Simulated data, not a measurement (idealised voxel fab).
You're looking at the process module voxel wiring stack.
We display cut, a cross-section 190 nm in width whose square cells are each 5 nm.
A cross-section in this document is a grid of square cells, and it is written down as bands, the top band listed before the ones below it; a band is made up of one or more rows of cells.
Each band's line starts with the height of the band's top and of its bottom, in nm. Then come its materials from left to right, each with its width in nm. One material with "everywhere" fills the band from edge to edge. "blank" is empty space.
Heights from 0 (as-received wafer is one material below). Bottom band endless downward, as "0 and below".
Read "30->40" as a graded width: first number on top, second number at the bottom, same change between each pair of neighbouring rows.
"no modification" means the step left every cell of the cross-section as it was.
If an empty space has no open way to the top and is at least 8 cells in size, "Closed void catalog" lists it, written width x height at distance, where distance is measured from the left edge and every value is in nm.
On each step's line, the part that comes after the settings is the simulator's own comment on the step.
If you see "overlay nm" on a step's line and that step has a mask, it's telling you how far right of where it was planned the mask ended up; a negative number means it went left instead.
Guide to the pairs. Each holds a before and an after cross-section around one process step; the after cross-section is cut off at the lowest band that changed. Look under the pair for the step between them and its settings. Pairs can come from different runs of this module on the same starting wafer, so a pair follows on from the one above it only where its entry headed "Pre-process cross-section" says it does.
Pre-process cross-section
- 0 and below = Si everywhere
- Closed void catalog: none
Resultant Cross-Section
- 10 down to 0 = SiO2 everywhere
- Everything below 0 is unchanged.
- Closed void catalog: none
The process step separating the two cross-sections depicted above is as follows: CONFORMAL_DEP [material SiO2] [thk nm 10]
Pre-process cross-section: the state before this step is the cross-section shown after the step in the pair just above.
Resultant Cross-Section
- 15 down to 10 = SiCN everywhere
- Everything below 10 is unchanged.
- Closed void catalog: none
The process step separating the two cross-sections depicted above is as follows: CONFORMAL_DEP [material SiCN] [thk nm 5]
Pre-process cross-section: the state before this step is the cross-section shown after the step in the pair just above.
Resultant Cross-Section
- 40 down to 15 = SiO2 everywhere
- Everything below 15 is unchanged.
- Closed void catalog: none
The process step separating the two cross-sections depicted above is as follows: DIRECTIONAL_DEP [material SiO2] [thk nm 25]
Pre-process cross-section: the state before this step is the cross-section shown after the step in the pair just above.
Resultant Cross-Section
- 40 down to 15 = SiO2: 50  blank: 30  SiO2: 25  blank: 30  SiO2: 55
- Everything below 15 is unchanged.
- Closed void catalog: none
The process step separating the two cross-sections depicted above is as follows: MASKED_ETCH [tone open] [mask id METAL_1] [width nm 30] [pitch nm 55] [etch materials SiO2] [depth nm 25] [overlay nm 0]
Pre-process cross-section: the state before this step is the cross-section shown after the step in the pair just above.
Resultant Cross-Section
- 40 down to 15 = SiO2: 50  blank: 30  SiO2: 25  blank: 30  SiO2: 55
- 15 down to 10 = SiCN: 50  blank: 30  SiCN: 25  blank: 30  SiCN: 55
- Everything below 10 is unchanged.
- Closed void catalog: none
The process step separating the two cross-sections depicted above is as follows: MASKED_ETCH [tone open] [mask id METAL_1] [width nm 30] [pitch nm 55] [etch materials SiCN] [depth nm 5] [overlay nm 0]
Pre-process cross-section: the state before this step is the cross-section shown after the step in the pair just above.
Resultant Cross-Section
- 45 down to 40 = TiN: 55  blank: 20  TiN: 35  blank: 20  TiN: 60
- 40 down to 15 = SiO2: 50  TiN: 5  blank: 20  TiN: 5  SiO2: 25  TiN: 5  blank: 20  TiN: 5  SiO2: 55
- 15 down to 10 = SiCN: 50  TiN: 30  SiCN: 25  TiN: 30  SiCN: 55
- Everything below 10 is unchanged.
- Closed void catalog: none
The process step separating the two cross-sections depicted above is as follows: CONFORMAL_DEP [material TiN] [thk nm 5]
Pre-process cross-section: the state before this step is the cross-section shown after the step in the pair just above.
Resultant Cross-Section
- 55 down to 45 = Cu everywhere
- 45 down to 40 = TiN: 55  Cu: 20  TiN: 35  Cu: 20  TiN: 60
- 40 down to 15 = SiO2: 50  TiN: 5  Cu: 20  TiN: 5  SiO2: 25  TiN: 5  Cu: 20  TiN: 5  SiO2: 55
- Everything below 15 is unchanged.
- Closed void catalog: none
The process step separating the two cross-sections depicted above is as follows: FILL_DEP [material Cu] [thk nm 10]
Pre-process cross-section: the state before this step is the cross-section shown after the step in the pair just above.
Resultant Cross-Section
- 40 down to 15 = SiO2: 50  TiN: 5  Cu: 20  TiN: 5  SiO2: 25  TiN: 5  Cu: 20  TiN: 5  SiO2: 55
- Everything below 15 is unchanged.
- Closed void catalog: none
The process step separating the two cross-sections depicted above is as follows: CMP [height nm 40]
Pre-process cross-section: the state before this step is the cross-section shown after the step in the pair just above.
Resultant Cross-Section
- 45 down to 40 = blank: 45  Ru: 40  blank: 15  Ru: 40  blank: 50
- Everything below 40 is unchanged.
- Closed void catalog: none
The process step separating the two cross-sections depicted above is as follows: EPI [material Ru] [thk nm 5]
Pre-process cross-section: the state before this step is the cross-section shown after the step in the pair just above.
Resultant Cross-Section
- 50 down to 45 = SiCN everywhere
- 45 down to 40 = SiCN: 45  Ru: 40  SiCN: 15  Ru: 40  SiCN: 50
- Everything below 40 is unchanged.
- Closed void catalog: none
The process step separating the two cross-sections depicted above is as follows: FILL_DEP [material SiCN] [thk nm 5]
Pre-process cross-section: the state before this step is the cross-section shown after the step in the pair just above.
Resultant Cross-Section
- 60 down to 50 = lowk everywhere
- Everything below 50 is unchanged.
- Closed void catalog: none
The process step separating the two cross-sections depicted above is as follows: DIRECTIONAL_DEP [material lowk] [thk nm 10]
Pre-process cross-section: the state before this step is the cross-section shown after the step in the pair just above.
Resultant Cross-Section
- 60 down to 50 = lowk: 50  blank: 15  lowk: 40  blank: 15  lowk: 70
- Everything below 50 is unchanged.
- Closed void catalog: none
The process step separating the two cross-sections depicted above is as follows: MASKED_ETCH [tone open] [mask id PLUG_1] [width nm 15] [pitch nm 55] [etch materials lowk] [depth nm 10] [overlay nm 0]
Pre-process cross-section: the state before this step is the cross-section shown after the step in the pair just above.
Resultant Cross-Section
- 60 down to 50 = lowk: 50  blank: 15  lowk: 40  blank: 15  lowk: 70
- 50 down to 45 = SiCN: 50  blank: 15  SiCN: 40  blank: 15  SiCN: 70
- Everything below 45 is unchanged.
- Closed void catalog: none
The process step separating the two cross-sections depicted above is as follows: MASKED_ETCH [tone open] [mask id PLUG_1] [width nm 15] [pitch nm 55] [etch materials SiCN] [depth nm 5] [overlay nm 0]
Pre-process cross-section: the state before this step is the cross-section shown after the step in the pair just above.
Resultant Cross-Section
- 60 down to 55 = lowk: 50  blank: 15  lowk: 40  blank: 15  lowk: 70
- 55 down to 50 = lowk: 50  Ru: 15  lowk: 40  Ru: 15  lowk: 70
- 50 down to 40 = SiCN: 50->45  Ru: 15->40  SiCN: 40->15  Ru: 15->40  SiCN: 70->50
- Everything below 40 is unchanged.
- Closed void catalog: none
The process step separating the two cross-sections depicted above is as follows: EPI [material Ru] [thk nm 10]
Pre-process cross-section: the state before this step is the cross-section shown after the step in the pair just above.
Resultant Cross-Section
- 60 down to 50 = lowk: 50  Ru: 15  lowk: 40  Ru: 15  lowk: 70
- Everything below 50 is unchanged.
- Closed void catalog: none
The process step separating the two cross-sections depicted above is as follows: EPI [material Ru] [thk nm 5]
Pre-process cross-section: the state before this step is the cross-section shown after the step in the pair just above.
Resultant Cross-Section
- 65 down to 60 = TiN everywhere
- Everything below 60 is unchanged.
- Closed void catalog: none
The process step separating the two cross-sections depicted above is as follows: DIRECTIONAL_DEP [material TiN] [thk nm 5]
Pre-process cross-section: the state before this step is the cross-section shown after the step in the pair just above.
Resultant Cross-Section
- 90 down to 65 = W everywhere
- Everything below 65 is unchanged.
- Closed void catalog: none
The process step separating the two cross-sections depicted above is as follows: DIRECTIONAL_DEP [material W] [thk nm 25]
Pre-process cross-section: the state before this step is the cross-section shown after the step in the pair just above.
Resultant Cross-Section
- 110 down to 90 = blank: 50  resist: 30  blank: 25  resist: 30  blank: 55
- Everything below 90 is unchanged.
- Closed void catalog: none
The process step separating the two cross-sections depicted above is as follows: PATTERN [tone cover] [mask id METAL_2] [material resist] [width nm 30] [pitch nm 55] [thk nm 20] [overlay nm 0]
Pre-process cross-section: the state before this step is the cross-section shown after the step in the pair just above.
Resultant Cross-Section
- 110 down to 90 = blank: 50  resist: 30  blank: 25  resist: 30  blank: 55
- 90 down to 65 = blank: 50  W: 30  blank: 25  W: 30  blank: 55
- Everything below 65 is unchanged.
- Closed void catalog: none
The process step separating the two cross-sections depicted above is as follows: DIRECTIONAL_ETCH [etch materials W] [depth nm 25]
Pre-process cross-section: the state before this step is the cross-section shown after the step in the pair just above.
Resultant Cross-Section
- 110 down to 90 = blank: 50  resist: 30  blank: 25  resist: 30  blank: 55
- 90 down to 65 = blank: 50  W: 30  blank: 25  W: 30  blank: 55
- 65 down to 60 = blank: 50  TiN: 30  blank: 25  TiN: 30  blank: 55
- Everything below 60 is unchanged.
- Closed void catalog: none
The process step separating the two cross-sections depicted above is as follows: DIRECTIONAL_ETCH [etch materials TiN] [depth nm 5]
Pre-process cross-section: the state before this step is the cross-section shown after the step in the pair just above.
Resultant Cross-Section
- 90 down to 65 = blank: 50  W: 30  blank: 25  W: 30  blank: 55
- Everything below 65 is unchanged.
- Closed void catalog: none
The process step separating the two cross-sections depicted above is as follows: STRIP [etch materials resist]
Pre-process cross-section: the state before this step is the cross-section shown after the step in the pair just above.
Resultant Cross-Section
- 95 down to 90 = blank: 45  SiCN: 40  blank: 15  SiCN: 40  blank: 50
- 90 down to 65 = blank: 45  SiCN: 5  W: 30  SiCN: 5  blank: 15  SiCN: 5  W: 30  SiCN: 5  blank: 50
- 65 down to 60 = SiCN: 50  TiN: 30  SiCN: 25  TiN: 30  SiCN: 55
- Everything below 60 is unchanged.
- Closed void catalog: none
The process step separating the two cross-sections depicted above is as follows: CONFORMAL_DEP [material SiCN] [thk nm 5]
Pre-process cross-section: the state before this step is the cross-section shown after the step in the pair just above.
Resultant Cross-Section
- 100 down to 95 = lowk everywhere
- 95 down to 90 = lowk: 45  SiCN: 40  lowk: 15  SiCN: 40  lowk: 50
- 90 down to 65 = lowk: 45  SiCN: 5  W: 30  SiCN: 5  lowk: 15  SiCN: 5  W: 30  SiCN: 5  lowk: 50
- Everything below 65 is unchanged.
- Closed void catalog: none
The process step separating the two cross-sections depicted above is as follows: FILL_DEP [material lowk] [thk nm 5]
Pre-process cross-section: the state before this step is the cross-section shown after the step in the pair just above.
Resultant Cross-Section
- 90 down to 65 = lowk: 45  SiCN: 5  W: 30  SiCN: 5  lowk: 15  SiCN: 5  W: 30  SiCN: 5  lowk: 50
- Everything below 65 is unchanged.
- Closed void catalog: none
The process step separating the two cross-sections depicted above is as follows: CMP [height nm 90]
Pre-process cross-section: the state before this step is the cross-section shown after the step in the pair just above.
Resultant Cross-Section
- 95 down to 90 = SiCN everywhere
- Everything below 90 is unchanged.
- Closed void catalog: none
The process step separating the two cross-sections depicted above is as follows: CONFORMAL_DEP [material SiCN] [thk nm 5]
Pre-process cross-section: the state before this step is the cross-section shown after the step in the pair just above.
Resultant Cross-Section
- 110 down to 95 = lowk everywhere
- Everything below 95 is unchanged.
- Closed void catalog: none
The process step separating the two cross-sections depicted above is as follows: DIRECTIONAL_DEP [material lowk] [thk nm 15]
Pre-process cross-section: the state before this step is the cross-section shown after the step in the pair just above.
Resultant Cross-Section
- 125 down to 110 = aC everywhere
- Everything below 110 is unchanged.
- Closed void catalog: none
The process step separating the two cross-sections depicted above is as follows: DIRECTIONAL_DEP [material aC] [thk nm 15]
Pre-process cross-section: the state before this step is the cross-section shown after the step in the pair just above.
Resultant Cross-Section
- 155 down to 125 = resist: 50  blank: 15  resist: 125
- Everything below 125 is unchanged.
- Closed void catalog: none
The process step separating the two cross-sections depicted above is as follows: PATTERN [tone open] [mask id PLUG_2] [material resist] [width nm 15] [thk nm 30] [overlay nm 0]
Pre-process cross-section: the state before this step is the cross-section shown after the step in the pair just above.
Resultant Cross-Section
- 140 down to 125 = resist: 50  blank: 15  resist: 125
- 125 down to 110 = aC: 50  blank: 15  aC: 125
- Everything below 110 is unchanged.
- Closed void catalog: none
The process step separating the two cross-sections depicted above is as follows: DIRECTIONAL_ETCH [etch materials aC] [depth nm 15]
Pre-process cross-section: the state before this step is the cross-section shown after the step in the pair just above.
Resultant Cross-Section
- 125 down to 110 = aC: 50  blank: 15  aC: 125
- Everything below 110 is unchanged.
- Closed void catalog: none
The process step separating the two cross-sections depicted above is as follows: STRIP [etch materials resist]
Pre-process cross-section: the state before this step is the cross-section shown after the step in the pair just above.
Resultant Cross-Section
- 125 down to 110 = aC: 50  blank: 15  aC: 125
- 110 down to 95 = lowk: 50  blank: 15  lowk: 125
- Everything below 95 is unchanged.
- Closed void catalog: none
The process step separating the two cross-sections depicted above is as follows: DIRECTIONAL_ETCH [etch materials lowk] [depth nm 15]
Pre-process cross-section: the state before this step is the cross-section shown after the step in the pair just above.
Resultant Cross-Section
- 125 down to 110 = aC: 50  blank: 15  aC: 125
- 110 down to 95 = lowk: 50  blank: 15  lowk: 125
- 95 down to 90 = SiCN: 50  blank: 15  SiCN: 125
- Everything below 90 is unchanged.
- Closed void catalog: none
The process step separating the two cross-sections depicted above is as follows: DIRECTIONAL_ETCH [etch materials SiCN] [depth nm 5]
Pre-process cross-section: the state before this step is the cross-section shown after the step in the pair just above.
Resultant Cross-Section
- 110 down to 95 = lowk: 50  blank: 15  lowk: 125
- Everything below 95 is unchanged.
- Closed void catalog: none
The process step separating the two cross-sections depicted above is as follows: STRIP [etch materials aC]
Pre-process cross-section: the state before this step is the cross-section shown after the step in the pair just above.
Resultant Cross-Section
- 110 down to 100 = lowk: 50  blank: 15  lowk: 125
- 100 down to 95 = lowk: 50  Ru: 15  lowk: 125
- 95 down to 90 = SiCN: 50  Ru: 15  SiCN: 125
- Everything below 90 is unchanged.
- Closed void catalog: none
The process step separating the two cross-sections depicted above is as follows: EPI [material Ru] [thk nm 10]
Pre-process cross-section: the state before this step is the cross-section shown after the step in the pair just above.
Resultant Cross-Section
- 110 down to 95 = lowk: 50  Ru: 15  lowk: 125
- Everything below 95 is unchanged.
- Closed void catalog: none
The process step separating the two cross-sections depicted above is as follows: EPI [material Ru] [thk nm 10]
Pre-process cross-section: the state before this step is the cross-section shown after the step in the pair just above.
Resultant Cross-Section
- 115 down to 110 = TiN everywhere
- Everything below 110 is unchanged.
- Closed void catalog: none
The process step separating the two cross-sections depicted above is as follows: DIRECTIONAL_DEP [material TiN] [thk nm 5]
Pre-process cross-section: the state before this step is the cross-section shown after the step in the pair just above.
Resultant Cross-Section
- 130 down to 115 = Ru everywhere
- Everything below 115 is unchanged.
- Closed void catalog: none
The process step separating the two cross-sections depicted above is as follows: DIRECTIONAL_DEP [material Ru] [thk nm 15]
Pre-process cross-section: the state before this step is the cross-section shown after the step in the pair just above.
Resultant Cross-Section
- 145 down to 130 = aC everywhere
- Everything below 130 is unchanged.
- Closed void catalog: none
The process step separating the two cross-sections depicted above is as follows: DIRECTIONAL_DEP [material aC] [thk nm 15]
Pre-process cross-section: the state before this step is the cross-section shown after the step in the pair just above.
Resultant Cross-Section
- 175 down to 145 = blank: 50  resist: 30  blank: 25  resist: 30  blank: 55
- Everything below 145 is unchanged.
- Closed void catalog: none
The process step separating the two cross-sections depicted above is as follows: PATTERN [tone cover] [mask id METAL_3] [material resist] [width nm 30] [pitch nm 55] [thk nm 30] [overlay nm 0]
Pre-process cross-section: the state before this step is the cross-section shown after the step in the pair just above.
Resultant Cross-Section
- 160 down to 145 = blank: 50  resist: 30  blank: 25  resist: 30  blank: 55
- 145 down to 130 = blank: 50  aC: 30  blank: 25  aC: 30  blank: 55
- Everything below 130 is unchanged.
- Closed void catalog: none
The process step separating the two cross-sections depicted above is as follows: DIRECTIONAL_ETCH [etch materials aC] [depth nm 15]
Pre-process cross-section: the state before this step is the cross-section shown after the step in the pair just above.
Resultant Cross-Section
- 145 down to 130 = blank: 50  aC: 30  blank: 25  aC: 30  blank: 55
- Everything below 130 is unchanged.
- Closed void catalog: none
The process step separating the two cross-sections depicted above is as follows: STRIP [etch materials resist]
Pre-process cross-section: the state before this step is the cross-section shown after the step in the pair just above.
Resultant Cross-Section
- 145 down to 130 = blank: 50  aC: 30  blank: 25  aC: 30  blank: 55
- 130 down to 115 = blank: 50  Ru: 30  blank: 25  Ru: 30  blank: 55
- Everything below 115 is unchanged.
- Closed void catalog: none
The process step separating the two cross-sections depicted above is as follows: DIRECTIONAL_ETCH [etch materials Ru] [depth nm 15]
Pre-process cross-section: the state before this step is the cross-section shown after the step in the pair just above.
Resultant Cross-Section
- 145 down to 130 = blank: 50  aC: 30  blank: 25  aC: 30  blank: 55
- 130 down to 115 = blank: 50  Ru: 30  blank: 25  Ru: 30  blank: 55
- 115 down to 110 = blank: 50  TiN: 30  blank: 25  TiN: 30  blank: 55
- Everything below 110 is unchanged.
- Closed void catalog: none
The process step separating the two cross-sections depicted above is as follows: DIRECTIONAL_ETCH [etch materials TiN] [depth nm 5]
Pre-process cross-section: the state before this step is the cross-section shown after the step in the pair just above.
Resultant Cross-Section
- 130 down to 115 = blank: 50  Ru: 30  blank: 25  Ru: 30  blank: 55
- Everything below 115 is unchanged.
- Closed void catalog: none
The process step separating the two cross-sections depicted above is as follows: STRIP [etch materials aC]
Pre-process cross-section: the state before this step is the cross-section shown after the step in the pair just above.
Resultant Cross-Section
- 135 down to 130 = blank: 45  SiN: 40  blank: 15  SiN: 40  blank: 50
- 130 down to 115 = blank: 45  SiN: 5  Ru: 30  SiN: 5  blank: 15  SiN: 5  Ru: 30  SiN: 5  blank: 50
- 115 down to 110 = SiN: 50  TiN: 30  SiN: 25  TiN: 30  SiN: 55
- Everything below 110 is unchanged.
- Closed void catalog: none
The process step separating the two cross-sections depicted above is as follows: CONFORMAL_DEP [material SiN] [thk nm 5]
Pre-process cross-section: the state before this step is the cross-section shown after the step in the pair just above.
Resultant Cross-Section
- 145 down to 135 = SiO2 everywhere
- 135 down to 130 = SiO2: 45  SiN: 40  SiO2: 15  SiN: 40  SiO2: 50
- 130 down to 115 = SiO2: 45  SiN: 5  Ru: 30  SiN: 5  SiO2: 15  SiN: 5  Ru: 30  SiN: 5  SiO2: 50
- Everything below 115 is unchanged.
- Closed void catalog: none
The process step separating the two cross-sections depicted above is as follows: FILL_DEP [material SiO2] [thk nm 10]
Pre-process cross-section: the state before this step is the cross-section shown after the step in the pair just above.
Resultant Cross-Section
- 130 down to 115 = SiO2: 45  SiN: 5  Ru: 30  SiN: 5  SiO2: 15  SiN: 5  Ru: 30  SiN: 5  SiO2: 50
- Everything below 115 is unchanged.
- Closed void catalog: none
The process step separating the two cross-sections depicted above is as follows: CMP [height nm 130]
Pre-process cross-section: the state before this step is the cross-section shown after the step in the pair just above.
Resultant Cross-Section
- 135 down to 130 = SiN everywhere
- Everything below 130 is unchanged.
- Closed void catalog: none
The process step separating the two cross-sections depicted above is as follows: CONFORMAL_DEP [material SiN] [thk nm 5]
Pre-process cross-section
- 45 down to 40 = blank: 45  Ru: 40  blank: 15  Ru: 40  blank: 50
- 40 down to 15 = SiO2: 50  TiN: 5  Cu: 20  TiN: 5  SiO2: 25  TiN: 5  Cu: 20  TiN: 5  SiO2: 55
- 15 down to 10 = SiCN: 50  TiN: 30  SiCN: 25  TiN: 30  SiCN: 55
- 10 down to 0 = SiO2 everywhere
- 0 and below = Si everywhere
- Closed void catalog: none
Resultant Cross-Section
- 55 down to 50 = blank: 45  lowk: 40  blank: 15  lowk: 40  blank: 50
- 50 down to 45 = lowk everywhere
- 45 down to 40 = lowk: 45  Ru: 40  lowk: 15  Ru: 40  lowk: 50
- Everything below 40 is unchanged.
- Closed void catalog: none
The process step separating the two cross-sections depicted above is as follows: DIRECTIONAL_DEP [material lowk] [thk nm 10]
Pre-process cross-section: the state before this step is the cross-section shown after the step in the pair just above.
Resultant Cross-Section
- 55 down to 50 = blank: 45  lowk: 5  blank: 15  lowk: 20  blank: 15  lowk: 5  blank: 15  lowk: 20  blank: 50
- 50 down to 45 = lowk: 50  blank: 15  lowk: 40  blank: 15  lowk: 70
- Everything below 45 is unchanged.
- Closed void catalog: none
The process step separating the two cross-sections depicted above is as follows: MASKED_ETCH [tone open] [mask id PLUG_1] [width nm 15] [pitch nm 55] [etch materials lowk] [depth nm 10] [overlay nm 0]
Pre-process cross-section: the state before this step is the cross-section shown after the step in the pair just above.
Resultant Cross-Section
- 55 down to 50 = blank: 45  lowk: 5  Ru: 15  lowk: 20  blank: 15  lowk: 5  Ru: 15  lowk: 20  blank: 50
- 50 down to 40 = lowk: 50->45  Ru: 15->40  lowk: 40->15  Ru: 15->40  lowk: 70->50
- Everything below 40 is unchanged.
- Closed void catalog: none
The process step separating the two cross-sections depicted above is as follows: EPI [material Ru] [thk nm 10]
Pre-process cross-section: the state before this step is the cross-section shown after the step in the pair just above.
Resultant Cross-Section
- 60 down to 55 = blank: 45  Ru: 25  blank: 30  Ru: 25  blank: 65
- Everything below 55 is unchanged.
- Closed void catalog: none
The process step separating the two cross-sections depicted above is as follows: EPI [material Ru] [thk nm 5]
Pre-process cross-section: the state before this step is the cross-section shown after the step in the pair just above.
Resultant Cross-Section
- 65 down to 60 = blank: 45  TiN: 25  blank: 30  TiN: 25  blank: 65
- 60 down to 55 = blank: 45  Ru: 25  TiN: 15  blank: 15  Ru: 25  TiN: 15  blank: 50
- 55 down to 50 = TiN: 45  lowk: 5  Ru: 15  lowk: 20  TiN: 15  lowk: 5  Ru: 15  lowk: 20  TiN: 50
- Everything below 50 is unchanged.
- Closed void catalog: none
The process step separating the two cross-sections depicted above is as follows: DIRECTIONAL_DEP [material TiN] [thk nm 5]
Pre-process cross-section: the state before this step is the cross-section shown after the step in the pair just above.
Resultant Cross-Section
- 90 down to 80 = blank: 45  W: 25->40  blank: 30->15  W: 25->40  blank: 65->50
- 80 down to 65 = W everywhere
- 65 down to 60 = W: 45  TiN: 25  W: 30  TiN: 25  W: 65
- 60 down to 55 = W: 45  Ru: 25  TiN: 15  W: 15  Ru: 25  TiN: 15  W: 50
- Everything below 55 is unchanged.
- Closed void catalog: none
The process step separating the two cross-sections depicted above is as follows: DIRECTIONAL_DEP [material W] [thk nm 25]
Pre-process cross-section: the state before this step is the cross-section shown after the step in the pair just above.
Resultant Cross-Section
- 110 down to 90 = blank: 50  resist: 30  blank: 25  resist: 30  blank: 55
- 90 down to 85 = blank: 45  W: 25  resist: 10  blank: 20  W: 25  resist: 10  blank: 55
- Everything below 85 is unchanged.
- Closed void catalog: none
The process step separating the two cross-sections depicted above is as follows: PATTERN [tone cover] [mask id METAL_2] [material resist] [width nm 30] [pitch nm 55] [thk nm 20] [overlay nm 0]
Pre-process cross-section: the state before this step is the cross-section shown after the step in the pair just above.
Resultant Cross-Section
- 110 down to 90 = blank: 50  resist: 30  blank: 25  resist: 30  blank: 55
- 90 down to 85 = blank: 50  W: 20  resist: 10  blank: 25  W: 20  resist: 10  blank: 55
- 85 down to 65 = blank: 50  W: 30  blank: 25  W: 30  blank: 55
- 65 down to 60 = blank: 45  TiN: 25  W: 10  blank: 20  TiN: 25  W: 10  blank: 55
- 60 down to 55 = blank: 45  Ru: 25  TiN: 15  blank: 15  Ru: 25  TiN: 15  blank: 50
- Everything below 55 is unchanged.
- Closed void catalog: none
The process step separating the two cross-sections depicted above is as follows: DIRECTIONAL_ETCH [etch materials W] [depth nm 25]
Pre-process cross-section: the state before this step is the cross-section shown after the step in the pair just above.
Resultant Cross-Section
- 110 down to 90 = blank: 50  resist: 30  blank: 25  resist: 30  blank: 55
- 90 down to 85 = blank: 50  W: 20  resist: 10  blank: 25  W: 20  resist: 10  blank: 55
- 85 down to 65 = blank: 50  W: 30  blank: 25  W: 30  blank: 55
- 65 down to 60 = blank: 50  TiN: 20  W: 10  blank: 25  TiN: 20  W: 10  blank: 55
- 60 down to 55 = blank: 45  Ru: 25  TiN: 10  blank: 20  Ru: 25  TiN: 10  blank: 55
- 55 down to 50 = blank: 45  lowk: 5  Ru: 15  lowk: 20  blank: 15  lowk: 5  Ru: 15  lowk: 20  blank: 50
- Everything below 50 is unchanged.
- Closed void catalog: none
The process step separating the two cross-sections depicted above is as follows: DIRECTIONAL_ETCH [etch materials TiN] [depth nm 5]
Pre-process cross-section: the state before this step is the cross-section shown after the step in the pair just above.
Resultant Cross-Section
- 90 down to 85 = blank: 50  W: 20  blank: 35  W: 20  blank: 65
- Everything below 85 is unchanged.
- Closed void catalog: none
The process step separating the two cross-sections depicted above is as follows: STRIP [etch materials resist]
Pre-process cross-section: the state before this step is the cross-section shown after the step in the pair just above.
Resultant Cross-Section
- 95 down to 90 = blank: 45  SiCN: 30  blank: 25  SiCN: 30  blank: 60
- 90 down to 85 = blank: 45  SiCN: 5  W: 20  SiCN: 15  blank: 15  SiCN: 5  W: 20  SiCN: 15  blank: 50
- 85 down to 65 = blank: 45  SiCN: 5  W: 30  SiCN: 5  blank: 15  SiCN: 5  W: 30  SiCN: 5  blank: 50
- 65 down to 60 = blank: 40  SiCN: 10  TiN: 20  W: 10  SiCN: 5  blank: 10  SiCN: 10  TiN: 20  W: 10  SiCN: 5  blank: 50
- 60 down to 55 = blank: 40  SiCN: 5  Ru: 25  TiN: 10  SiCN: 10  blank: 5  SiCN: 5  Ru: 25  TiN: 10  SiCN: 10  blank: 45
- 55 down to 50 = SiCN: 45  lowk: 5  Ru: 15  lowk: 20  SiCN: 15  lowk: 5  Ru: 15  lowk: 20  SiCN: 50
- Everything below 50 is unchanged.
- Closed void catalog: none
The process step separating the two cross-sections depicted above is as follows: CONFORMAL_DEP [material SiCN] [thk nm 5]
Pre-process cross-section: the state before this step is the cross-section shown after the step in the pair just above.
Resultant Cross-Section
- 100 down to 95 = lowk everywhere
- 95 down to 90 = lowk: 45  SiCN: 30  lowk: 25  SiCN: 30  lowk: 60
- 90 down to 85 = lowk: 45  SiCN: 5  W: 20  SiCN: 15  lowk: 15  SiCN: 5  W: 20  SiCN: 15  lowk: 50
- 85 down to 65 = lowk: 45  SiCN: 5  W: 30  SiCN: 5  lowk: 15  SiCN: 5  W: 30  SiCN: 5  lowk: 50
- 65 down to 60 = lowk: 40  SiCN: 10  TiN: 20  W: 10  SiCN: 5  lowk: 10  SiCN: 10  TiN: 20  W: 10  SiCN: 5  lowk: 50
- 60 down to 55 = lowk: 40  SiCN: 5  Ru: 25  TiN: 10  SiCN: 10  lowk: 5  SiCN: 5  Ru: 25  TiN: 10  SiCN: 10  lowk: 45
- Everything below 55 is unchanged.
- Closed void catalog: none
The process step separating the two cross-sections depicted above is as follows: FILL_DEP [material lowk] [thk nm 5]
Pre-process cross-section: the state before this step is the cross-section shown after the step in the pair just above.
Resultant Cross-Section
- 90 down to 85 = lowk: 45  SiCN: 5  W: 20  SiCN: 15  lowk: 15  SiCN: 5  W: 20  SiCN: 15  lowk: 50
- Everything below 85 is unchanged.
- Closed void catalog: none
The process step separating the two cross-sections depicted above is as follows: CMP [height nm 90]
Pre-process cross-section: the state before this step is the cross-section shown after the step in the pair just above.
Resultant Cross-Section
- 95 down to 90 = SiCN everywhere
- Everything below 90 is unchanged.
- Closed void catalog: none
The process step separating the two cross-sections depicted above is as follows: CONFORMAL_DEP [material SiCN] [thk nm 5]
Pre-process cross-section: the state before this step is the cross-section shown after the step in the pair just above.
Resultant Cross-Section
- 110 down to 95 = lowk everywhere
- Everything below 95 is unchanged.
- Closed void catalog: none
The process step separating the two cross-sections depicted above is as follows: DIRECTIONAL_DEP [material lowk] [thk nm 15]
Pre-process cross-section: the state before this step is the cross-section shown after the step in the pair just above.
Resultant Cross-Section
- 125 down to 110 = aC everywhere
- Everything below 110 is unchanged.
- Closed void catalog: none
The process step separating the two cross-sections depicted above is as follows: DIRECTIONAL_DEP [material aC] [thk nm 15]
Pre-process cross-section: the state before this step is the cross-section shown after the step in the pair just above.
Resultant Cross-Section
- 155 down to 125 = resist: 50  blank: 15  resist: 125
- Everything below 125 is unchanged.
- Closed void catalog: none
The process step separating the two cross-sections depicted above is as follows: PATTERN [tone open] [mask id PLUG_2] [material resist] [width nm 15] [thk nm 30] [overlay nm 0]
Pre-process cross-section: the state before this step is the cross-section shown after the step in the pair just above.
Resultant Cross-Section
- 140 down to 125 = resist: 50  blank: 15  resist: 125
- 125 down to 110 = aC: 50  blank: 15  aC: 125
- Everything below 110 is unchanged.
- Closed void catalog: none
The process step separating the two cross-sections depicted above is as follows: DIRECTIONAL_ETCH [etch materials aC] [depth nm 15]
Pre-process cross-section: the state before this step is the cross-section shown after the step in the pair just above.
Resultant Cross-Section
- 125 down to 110 = aC: 50  blank: 15  aC: 125
- Everything below 110 is unchanged.
- Closed void catalog: none
The process step separating the two cross-sections depicted above is as follows: STRIP [etch materials resist]
Pre-process cross-section: the state before this step is the cross-section shown after the step in the pair just above.
Resultant Cross-Section
- 125 down to 110 = aC: 50  blank: 15  aC: 125
- 110 down to 95 = lowk: 50  blank: 15  lowk: 125
- Everything below 95 is unchanged.
- Closed void catalog: none
The process step separating the two cross-sections depicted above is as follows: DIRECTIONAL_ETCH [etch materials lowk] [depth nm 15]
Pre-process cross-section: the state before this step is the cross-section shown after the step in the pair just above.
Resultant Cross-Section
- 125 down to 110 = aC: 50  blank: 15  aC: 125
- 110 down to 95 = lowk: 50  blank: 15  lowk: 125
- 95 down to 90 = SiCN: 50  blank: 15  SiCN: 125
- Everything below 90 is unchanged.
- Closed void catalog: none
The process step separating the two cross-sections depicted above is as follows: DIRECTIONAL_ETCH [etch materials SiCN] [depth nm 5]
Pre-process cross-section: the state before this step is the cross-section shown after the step in the pair just above.
Resultant Cross-Section
- 110 down to 95 = lowk: 50  blank: 15  lowk: 125
- Everything below 95 is unchanged.
- Closed void catalog: none
The process step separating the two cross-sections depicted above is as follows: STRIP [etch materials aC]
Pre-process cross-section: the state before this step is the cross-section shown after the step in the pair just above.
Resultant Cross-Section
- 110 down to 100 = lowk: 50  blank: 15  lowk: 125
- 100 down to 95 = lowk: 50  Ru: 15  lowk: 125
- 95 down to 90 = SiCN: 50  Ru: 15  SiCN: 125
- Everything below 90 is unchanged.
- Closed void catalog: none
The process step separating the two cross-sections depicted above is as follows: EPI [material Ru] [thk nm 10]
Pre-process cross-section: the state before this step is the cross-section shown after the step in the pair just above.
Resultant Cross-Section
- 110 down to 95 = lowk: 50  Ru: 15  lowk: 125
- Everything below 95 is unchanged.
- Closed void catalog: none
The process step separating the two cross-sections depicted above is as follows: EPI [material Ru] [thk nm 10]
